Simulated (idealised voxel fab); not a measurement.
process module | voxel air gaps
cross-section cut | 210 nm wide | cells 5 nm
A cross-section is a grid of square cells, given in bands from the top down. A band is one or more rows of cells.
Each band's line starts with the height of the band's top and of its bottom, in nm. Then come its materials from left to right, each with its width in nm. One material with "throughout" fills the band from edge to edge. "air" is empty space.
Height 0 is the level under which the wafer as received is all one material. The lowest band goes on downwards, as in "0 down".
A width such as "30 to 40" changes by the same amount from each row of cells to the next, from the band's top row to its bottom row.
"no change" after a step means that no cell of the cross-section changed.
closed voids: empty space of 8 cells or more with no open way to the top, each as width x height at its distance from the left edge, in nm
after a step's settings: what the simulator itself notes on the step
overlay nm, on a step with a mask: how far to the right of its planned place the mask lay; to the left if negative
plan
1 op RECEIVE | material Si
2 op CONFORMAL_DEP | material SiO2 | thk nm 10
3 op CONFORMAL_DEP | material SiN | thk nm 5
4 op DIRECTIONAL_DEP | material lowk | thk nm 35
5 op DIRECTIONAL_DEP | material aC | thk nm 15
6 op PATTERN | tone open | mask id LINES | material resist | width nm 15 | pitch nm 45 | thk nm 30 | overlay nm 0
7 op DIRECTIONAL_ETCH | etch materials aC | depth nm 15
8 op STRIP | etch materials resist
9 op DIRECTIONAL_ETCH | etch materials lowk | depth nm 35
10 op STRIP | etch materials aC
11 op CONFORMAL_DEP | material TiN | thk nm 5
12 op FILL_DEP | material Ru | thk nm 5
13 op CMP | height nm 50
14 op EPI | material Ru | thk nm 10
15 op SELECTIVE_ETCH | etch materials lowk | depth nm 45
16 op CONFORMAL_DEP | material SiCN | thk nm 5
as received, after step 1
  0 down: Si throughout
  closed voids: none
a wafer at the end: this start, this plan, one mistake
  65 to 60: air 10 | SiCN 190 | air 10
  60 to 50: air 10 | SiCN 5 | Ru 180 | SiCN 5 | air 10
  50 to 45: air 10 | SiCN 15 | TiN 5 | Ru 15 | TiN 5 | lowk 20 | TiN 5 | Ru 15 | TiN 5 | lowk 20 | TiN 5 | Ru 15 | TiN 5 | lowk 20 | TiN 5 | Ru 15 | TiN 5 | SiCN 15 | air 10
  45 to 20: air 20 | SiCN 5 | TiN 5 | Ru 15 | TiN 5 | lowk 20 | TiN 5 | Ru 15 | TiN 5 | lowk 20 | TiN 5 | Ru 15 | TiN 5 | lowk 20 | TiN 5 | Ru 15 | TiN 5 | SiCN 5 | air 20
  20 to 15: SiCN 25 | TiN 25 | lowk 20 | TiN 25 | lowk 20 | TiN 25 | lowk 20 | TiN 25 | SiCN 25
  15 to 10: SiN throughout
  10 to 0: SiO2 throughout
  0 down: Si throughout
  closed voids: none
what went wrong: step 6 ran as: op PATTERN | tone open | mask id LINES | material resist | width nm 25 | pitch nm 45 | thk nm 30 | overlay nm 0
